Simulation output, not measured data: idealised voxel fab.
process module | voxel double patterning
cross-section cut | 245 nm wide | cells 5 nm
A cross-section is a grid of square cells, given in bands from the top down. A band is one or more rows of cells.
Each band's line starts with the height of the band's top and of its bottom, in nm. Then come its materials from left to right, each with its width in nm. One material with "throughout" fills the band from edge to edge. "air" is empty space.
Height 0 is the level under which the wafer as received is all one material. The lowest band goes on downwards, as in "0 down".
A width such as "30 to 40" changes by the same amount from each row of cells to the next, from the band's top row to its bottom row.
"no change" after a step means that no cell of the cross-section changed.
closed voids: empty space of 8 cells or more with no open way to the top, each as width x height at its distance from the left edge, in nm
after a step's settings: what the simulator itself notes on the step
overlay nm, on a step with a mask: how far to the right of its planned place the mask lay; to the left if negative
plan
1 op RECEIVE | material Si
2 op CONFORMAL_DEP | material SiN | thk nm 10
3 op DIRECTIONAL_DEP | material SiO2 | thk nm 15
4 op DIRECTIONAL_DEP | material SiCN | thk nm 10
5 op MASKED_ETCH | tone open | mask id FIRST | width nm 15 | pitch nm 50 | etch materials SiCN | depth nm 10 | overlay nm 0
6 op DIRECTIONAL_DEP | material aC | thk nm 10
7 op PATTERN | tone open | mask id SECOND | material resist | width nm 15 | pitch nm 50 | thk nm 30 | overlay nm 0
8 op DIRECTIONAL_ETCH | etch materials aC | depth nm 10
9 op STRIP | etch materials resist
10 op DIRECTIONAL_ETCH | etch materials SiCN | depth nm 10
11 op STRIP | etch materials aC
12 op DIRECTIONAL_ETCH | etch materials SiO2 | depth nm 15
13 op STRIP | etch materials SiCN
varied across the wafers: width nm of step 7. The plan shows the first wafer's value. All wafers start alike
first wafer as received, after step 1
  0 down: Si throughout
  closed voids: none
first wafer at the end, after step 13
  25 to 10: SiO2 65 | air 15 | SiO2 10 | air 15 | SiO2 10 | air 15 | SiO2 10 | air 15 | SiO2 10 | air 15 | SiO2 65
  10 to 0: SiN throughout
  0 down: Si throughout
  closed voids: none
last wafer at the end
  25 to 10: SiO2 65 | air 15 | SiO2 5 | air 45 | SiO2 5 | air 45 | SiO2 65
  10 to 0: SiN throughout
  0 down: Si throughout
  closed voids: none
each wafer at the end: cells of each material gained (+) or lost (-) since it was received, then its closed voids
width nm 15 | +98 SiN | +102 SiO2 | closed voids: none
width nm 20 | +98 SiN | +96 SiO2 | closed voids: none
width nm 25 | +98 SiN | +90 SiO2 | closed voids: none
width nm 30 | +98 SiN | +84 SiO2 | closed voids: none
